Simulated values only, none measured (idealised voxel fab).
Title: Process Module voxel transistor to metal
Cross-section cut: width 265 nm, square cells of 5 nm.
A cross-section in this document is a grid of square cells, and it is written down as bands, the top band listed before the ones below it; a band is made up of one or more rows of cells. Look at the band entry: it leads with the top's height and the bottom's height in nm. Then it lists the materials left to right, with a width in nm for each. The word "full width" on a single material says that material fills the band edge to edge. The word "blank" is empty space. Below 0: as-received wafer, all one material; heights counted from there. Lowest band: no bottom, goes on down, written "0..down". With a width like "30..40", each row of cells in the band differs from the next by the same amount, the top row carrying the first number and the bottom row the second. "everything unchanged" means the step left every cell of the cross-section as it was. Any empty space of 8 cells or more lacking an open way to the top shows up in "Enclosed void listing" as width x height at distance, distance from the left edge, in nm. If you see something after the settings on a step's line, that's the simulator's own remark about that step. "overlay nm" denotes, for a step that has a mask, the displacement of the mask to the right of its planned place, with negative values corresponding to the left.
**These are the steps we planned for the process**
1: RECEIVE | material Si
2: OXIDIZE | depth nm 5
3: CONFORMAL_DEP | material SiN | thk nm 10
4: PATTERN | tone cover | mask id ACTIVE | material resist | width nm 100 | pitch nm 125 | thk nm 20 | overlay nm 0
5: DIRECTIONAL_ETCH | etch materials SiN | depth nm 10
6: DIRECTIONAL_ETCH | etch materials SiO2 | depth nm 5
7: DIRECTIONAL_ETCH | etch materials Si | depth nm 20
8: STRIP | etch materials resist
9: OXIDIZE | depth nm 5
10: FILL_DEP | material SiO2 | thk nm 10
11: CMP | height nm 10
12: SELECTIVE_ETCH | etch materials SiO2 | depth nm 10
13: STRIP | etch materials SiN
14: SELECTIVE_ETCH | etch materials SiO2 | depth nm 5
15: OXIDIZE | depth nm 5
16: DIRECTIONAL_DEP | material polySi | thk nm 30
17: DIRECTIONAL_DEP | material SiCN | thk nm 10
18: MASKED_ETCH | tone cover | mask id GATE | width nm 20 | pitch nm 125 | etch materials SiCN | depth nm 20 | overlay nm 0
19: MASKED_ETCH | tone cover | mask id GATE | width nm 20 | pitch nm 125 | etch materials polySi | depth nm 40 | overlay nm 0
20: CONFORMAL_DEP | material SiN | thk nm 5
21: DIRECTIONAL_ETCH | etch materials SiN | depth nm 5
22: DIRECTIONAL_ETCH | etch materials SiO2 | depth nm 5
23: EPI | material nSi | thk nm 5
24: FILL_DEP | material SiO2 | thk nm 5
25: CMP | height nm 35
26: DIRECTIONAL_DEP | material SiO2 | thk nm 15
27: MASKED_ETCH | tone open | mask id CONTACT | width nm 15 | etch materials SiO2 | depth nm 55 | overlay nm 0
28: CONFORMAL_DEP | material TiN | thk nm 5
29: FILL_DEP | material W | thk nm 10
30: CMP | height nm 50
31: CONFORMAL_DEP | material SiN | thk nm 5
32: DIRECTIONAL_DEP | material lowk | thk nm 15
33: PATTERN | tone open | mask id METAL_1 | material resist | width nm 15 | thk nm 15 | overlay nm 0
34: DIRECTIONAL_ETCH | etch materials lowk | depth nm 15
35: DIRECTIONAL_ETCH | etch materials SiN | depth nm 5
36: STRIP | etch materials resist
37: CONFORMAL_DEP | material TiN | thk nm 5
38: FILL_DEP | material Ru | thk nm 10
39: CMP | height nm 70
40: EPI | material Ru | thk nm 5
41: FILL_DEP | material SiCN | thk nm 5
42: DIRECTIONAL_DEP | material lowk | thk nm 35
43: DIRECTIONAL_DEP | material aC | thk nm 15
44: PATTERN | tone open | mask id METAL_2 | material resist | width nm 15 | pitch nm 125 | thk nm 30 | overlay nm 0
45: DIRECTIONAL_ETCH | etch materials aC | depth nm 15
46: STRIP | etch materials resist
47: DIRECTIONAL_ETCH | etch materials lowk | depth nm 20
48: STRIP | etch materials aC
49: PATTERN | tone open | mask id METAL_2_HOLES | material resist | width nm 15 | pitch nm 125 | thk nm 15 | overlay nm 0
50: DIRECTIONAL_ETCH | etch materials lowk | depth nm 15
51: DIRECTIONAL_ETCH | etch materials SiCN | depth nm 5
52: STRIP | etch materials resist
53: CONFORMAL_DEP | material TiN | thk nm 5
54: FILL_DEP | material Ru | thk nm 5
55: CMP | height nm 115
56: CONFORMAL_DEP | material SiN | thk nm 5
**Delivered wafer in cross-section: state after step 1**
- 0..down: Si full width
- Enclosed void listing: none
**Sectioned view, first of two wafers, at the close of the module, processed as intended in the plan**
- 120..115: SiN full width
- 115..80: lowk 30  TiN 5  Ru 5  TiN 5  lowk 110  TiN 5  Ru 5  TiN 5  lowk 95
- 80..75: SiCN 30  TiN 15  SiCN 110  TiN 15  SiCN 95
- 75..70: SiCN 25  Ru 25  SiCN 40  Ru 25  SiCN 35  Ru 25  SiCN 40  Ru 25  SiCN 25
- 70..55: lowk 30  TiN 5  Ru 5  TiN 5  lowk 50  TiN 5  Ru 5  TiN 5  lowk 45  TiN 5  Ru 5  TiN 5  lowk 50  TiN 5  Ru 5  TiN 5  lowk 30
- 55..50: SiN 30  TiN 15  SiN 50  TiN 15  SiN 45  TiN 15  SiN 50  TiN 15  SiN 30
- 50..35: SiO2 30  TiN 5  W 5  TiN 5  SiO2 50  TiN 5  W 5  TiN 5  SiO2 45  TiN 5  W 5  TiN 5  SiO2 50  TiN 5  W 5  TiN 5  SiO2 30
- 35..25: SiO2 30  TiN 5  W 5  TiN 5  SiO2 10  SiN 5  SiCN 20  SiN 5  SiO2 10  TiN 5  W 5  TiN 5  SiO2 45  TiN 5  W 5  TiN 5  SiO2 10  SiN 5  SiCN 20  SiN 5  SiO2 10  TiN 5  W 5  TiN 5  SiO2 30
- 25..0: SiO2 30  TiN 5  W 5  TiN 5  SiO2 10  SiN 5  polySi 20  SiN 5  SiO2 10  TiN 5  W 5  TiN 5  SiO2 45  TiN 5  W 5  TiN 5  SiO2 10  SiN 5  polySi 20  SiN 5  SiO2 10  TiN 5  W 5  TiN 5  SiO2 30
- 0..-5: SiO2 30  TiN 15  SiO2 10  SiN 5  polySi 20  SiN 5  SiO2 10  TiN 15  SiO2 45  TiN 15  SiO2 10  SiN 5  polySi 20  SiN 5  SiO2 10  TiN 15  SiO2 30
- -5..-10: SiO2 20  nSi 35  SiO2 30  nSi 35  SiO2 25  nSi 35  SiO2 30  nSi 35  SiO2 20
- -10..-30: SiO2 25  Si 90  SiO2 35  Si 90  SiO2 25
- -30..down: Si full width
- Enclosed void listing: none
**Cross-sectional view of the second of two wafers upon completion of the module. This wafer shared its starting condition and process plan with the first; one error was made during its execution**
- 125..120: SiN full width
- 120..115: TiN 35  Ru 5  TiN 120  Ru 5  TiN 100
- 115..80: lowk 30  TiN 5  Ru 5  TiN 5  lowk 110  TiN 5  Ru 5  TiN 5  lowk 95
- 80..75: SiCN 30  TiN 15  SiCN 110  TiN 15  SiCN 95
- 75..70: SiCN 25  Ru 25  SiCN 40  Ru 25  SiCN 35  Ru 25  SiCN 40  Ru 25  SiCN 25
- 70..55: lowk 30  TiN 5  Ru 5  TiN 5  lowk 50  TiN 5  Ru 5  TiN 5  lowk 45  TiN 5  Ru 5  TiN 5  lowk 50  TiN 5  Ru 5  TiN 5  lowk 30
- 55..50: SiN 30  TiN 15  SiN 50  TiN 15  SiN 45  TiN 15  SiN 50  TiN 15  SiN 30
- 50..35: SiO2 30  TiN 5  W 5  TiN 5  SiO2 50  TiN 5  W 5  TiN 5  SiO2 45  TiN 5  W 5  TiN 5  SiO2 50  TiN 5  W 5  TiN 5  SiO2 30
- 35..25: SiO2 30  TiN 5  W 5  TiN 5  SiO2 10  SiN 5  SiCN 20  SiN 5  SiO2 10  TiN 5  W 5  TiN 5  SiO2 45  TiN 5  W 5  TiN 5  SiO2 10  SiN 5  SiCN 20  SiN 5  SiO2 10  TiN 5  W 5  TiN 5  SiO2 30
- 25..0: SiO2 30  TiN 5  W 5  TiN 5  SiO2 10  SiN 5  polySi 20  SiN 5  SiO2 10  TiN 5  W 5  TiN 5  SiO2 45  TiN 5  W 5  TiN 5  SiO2 10  SiN 5  polySi 20  SiN 5  SiO2 10  TiN 5  W 5  TiN 5  SiO2 30
- 0..-5: SiO2 30  TiN 15  SiO2 10  SiN 5  polySi 20  SiN 5  SiO2 10  TiN 15  SiO2 45  TiN 15  SiO2 10  SiN 5  polySi 20  SiN 5  SiO2 10  TiN 15  SiO2 30
- -5..-10: SiO2 20  nSi 35  SiO2 30  nSi 35  SiO2 25  nSi 35  SiO2 30  nSi 35  SiO2 20
- -10..-30: SiO2 25  Si 90  SiO2 35  Si 90  SiO2 25
- -30..down: Si full width
- Enclosed void listing: none
Deviation noted in wafer processing: in deviation from the planned setting, step 55 was conducted as CMP | height nm 120
Wrapping up, a cell-based count of both wafers puts the second over or under the first for these materials: Ru: 2 more, TiN: 51 more
